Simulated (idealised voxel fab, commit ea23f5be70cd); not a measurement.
Process module name: voxel ribs on slabs
FYI the section here is cut, 190 nm wide, cells are 5 nm squares.
Cross-section, as written here: a square-cell grid given band by band from the top down, where a band holds one or more rows of cells. Within each band entry, the heights of the top and of the bottom of the band appear first, in that order and in nm; the materials of the band then follow from left to right, each with its corresponding width in nm. The designation "throughout" on a single material indicates that it fills the band from edge to edge; the designation "empty" indicates empty space. Heights are reckoned from 0. Under this level, the received wafer is all of one material. The bottommost band is open-ended downward, for example "0 and below". You'd read "30..40" like this: the band's top row of cells is as wide as the first number, its bottom row is as wide as the second, and going down, every row changes width by the same amount as the row before did. Any step labelled "no alteration" changed none of the cells in the cross-section. Empty spaces counting at least 8 cells and having no open way to the top are listed in "Closed void catalog". The notation width x height at distance is used for each, the distance being from the left edge and all three values in nm. Note: text after step settings on the step line = simulator remark on that step. "overlay nm" denotes, for a step that has a mask, the displacement of the mask to the right of its planned place, with negative values corresponding to the left.

-- List of planned process steps
step 1: RECEIVE, material Si
step 2: DIRECTIONAL_DEP, material SiO2, thk nm 30
step 3: DIRECTIONAL_DEP, material polySi, thk nm 15
step 4: MASKED_ETCH, tone cover, mask id RIB, width nm 25, etch materials polySi, depth nm 10, overlay nm 0
step 5: MASKED_ETCH, tone cover, mask id SLAB, width nm 65, etch materials polySi, depth nm 5, overlay nm 0
step 6: FILL_DEP, material SiO2, thk nm 15
step 7: CMP, height nm 55
step 8: DIRECTIONAL_DEP, material TiN, thk nm 10
step 9: PATTERN, tone cover, mask id HEATER, material resist, width nm 35, thk nm 15, overlay nm 0
step 10: DIRECTIONAL_ETCH, etch materials TiN, depth nm 10
step 11: STRIP, etch materials resist
step 12: CONFORMAL_DEP, material SiN, thk nm 10

-- The cross-section here shows the wafer as received, i.e. in its state after step 1
	0 and below: Si throughout
	Closed void catalog: none

-- One mistake in running the module, otherwise start and plan as above: cross-section at the end
	75 down to 65: empty=65, then TiN=55, then empty=70
	65 down to 55: TiN throughout
	55 down to 45: SiO2 throughout
	45 down to 35: SiO2=80, then polySi=25, then SiO2=85
	35 down to 30: SiO2=60, then polySi=65, then SiO2=65
	30 down to 0: SiO2 throughout
	0 and below: Si throughout
	Closed void catalog: none
Run error: step 12 was not run as planned; what actually ran was CONFORMAL_DEP, material TiN, thk nm 10
